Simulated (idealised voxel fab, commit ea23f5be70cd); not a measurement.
process module | voxel tone inversion
cross-section cut | 235 nm wide | cells 5 nm
A cross-section is a grid of square cells, given in bands from the top down. A band is one or more rows of cells.
Each band's line starts with the height of the band's top and of its bottom, in nm. Then come its materials from left to right, each with its width in nm. One material with "throughout" fills the band from edge to edge. "air" is empty space.
Height 0 is the level under which the wafer as received is all one material. The lowest band goes on downwards, as in "0 down".
A width such as "30 to 40" changes by the same amount from each row of cells to the next, from the band's top row to its bottom row.
"no change" after a step means that no cell of the cross-section changed.
closed voids: empty space of 8 cells or more with no open way to the top, each as width x height at its distance from the left edge, in nm
after a step's settings: what the simulator itself notes on the step
overlay nm, on a step with a mask: how far to the right of its planned place the mask lay; to the left if negative
plan
1 op RECEIVE | material Si
2 op CONFORMAL_DEP | material SiCN | thk nm 5
3 op DIRECTIONAL_DEP | material aC | thk nm 25
4 op PATTERN | tone cover | mask id POSTS | material resist | width nm 20 | pitch nm 45 | thk nm 35 | overlay nm 0
5 op DIRECTIONAL_ETCH | etch materials aC | depth nm 25
6 op STRIP | etch materials resist
7 op FILL_DEP | material lowk | thk nm 10
8 op CMP | height nm 30
9 op STRIP | etch materials aC
10 op CONFORMAL_DEP | material TiN | thk nm 5
11 op FILL_DEP | material Ru | thk nm 10
12 op CMP | height nm 30
13 op CONFORMAL_DEP | material SiCN | thk nm 5
first wafer, as planned
as received, after step 1
  0 down: Si throughout
  closed voids: none
after step 2
  5 to 0: SiCN throughout
  below 0: unchanged
after step 3
  30 to 5: aC throughout
  below 5: unchanged
after step 4
  65 to 30: air 60 | resist 20 | air 25 | resist 20 | air 25 | resist 20 | air 65
  below 30: unchanged
after step 5
  40 to 30: air 60 | resist 20 | air 25 | resist 20 | air 25 | resist 20 | air 65
  30 to 5: air 60 | aC 20 | air 25 | aC 20 | air 25 | aC 20 | air 65
  below 5: unchanged
after step 6
  30 to 5: air 60 | aC 20 | air 25 | aC 20 | air 25 | aC 20 | air 65
  below 5: unchanged
after step 7
  40 to 30: lowk throughout
  30 to 5: lowk 60 | aC 20 | lowk 25 | aC 20 | lowk 25 | aC 20 | lowk 65
  below 5: unchanged
after step 8
  30 to 5: lowk 60 | aC 20 | lowk 25 | aC 20 | lowk 25 | aC 20 | lowk 65
  below 5: unchanged
after step 9
  30 to 5: lowk 60 | air 20 | lowk 25 | air 20 | lowk 25 | air 20 | lowk 65
  below 5: unchanged
after step 10
  35 to 30: TiN 65 | air 10 | TiN 35 | air 10 | TiN 35 | air 10 | TiN 70
  30 to 10: lowk 60 | TiN 5 | air 10 | TiN 5 | lowk 25 | TiN 5 | air 10 | TiN 5 | lowk 25 | TiN 5 | air 10 | TiN 5 | lowk 65
  10 to 5: lowk 60 | TiN 20 | lowk 25 | TiN 20 | lowk 25 | TiN 20 | lowk 65
  below 5: unchanged
after step 11
  45 to 35: Ru throughout
  35 to 30: TiN 65 | Ru 10 | TiN 35 | Ru 10 | TiN 35 | Ru 10 | TiN 70
  30 to 10: lowk 60 | TiN 5 | Ru 10 | TiN 5 | lowk 25 | TiN 5 | Ru 10 | TiN 5 | lowk 25 | TiN 5 | Ru 10 | TiN 5 | lowk 65
  below 10: unchanged
after step 12
  30 to 10: lowk 60 | TiN 5 | Ru 10 | TiN 5 | lowk 25 | TiN 5 | Ru 10 | TiN 5 | lowk 25 | TiN 5 | Ru 10 | TiN 5 | lowk 65
  below 10: unchanged
after step 13
  35 to 30: SiCN throughout
  below 30: unchanged
second wafer: like start, like plan, one mistake. Through step 2 it matches the first wafer
when step 3 should have ended
  30 to 5: TiN throughout
  below 5: unchanged
when step 4 should have ended
  65 to 30: air 60 | resist 20 | air 25 | resist 20 | air 25 | resist 20 | air 65
  below 30: unchanged
when step 5 should have ended
  40 to 30: air 60 | resist 20 | air 25 | resist 20 | air 25 | resist 20 | air 65
  below 30: unchanged
when step 6 should have ended
  30 to 5: TiN throughout
  below 5: unchanged
when step 7 should have ended
  40 to 30: lowk throughout
  below 30: unchanged
when step 8 should have ended
  30 to 5: TiN throughout
  below 5: unchanged
when step 9 should have ended: no change
when step 10 should have ended
  35 to 5: TiN throughout
  below 5: unchanged
when step 11 should have ended
  45 to 35: Ru throughout
  below 35: unchanged
when step 12 should have ended
  30 to 5: TiN throughout
  below 5: unchanged
when step 13 should have ended
  35 to 30: SiCN throughout
  below 30: unchanged
what went wrong: step 3 ran as: op DIRECTIONAL_DEP | material TiN | thk nm 25
at the end the second wafer has, in cells: 24 fewer of Ru | 199 more of TiN | 175 fewer of lowk
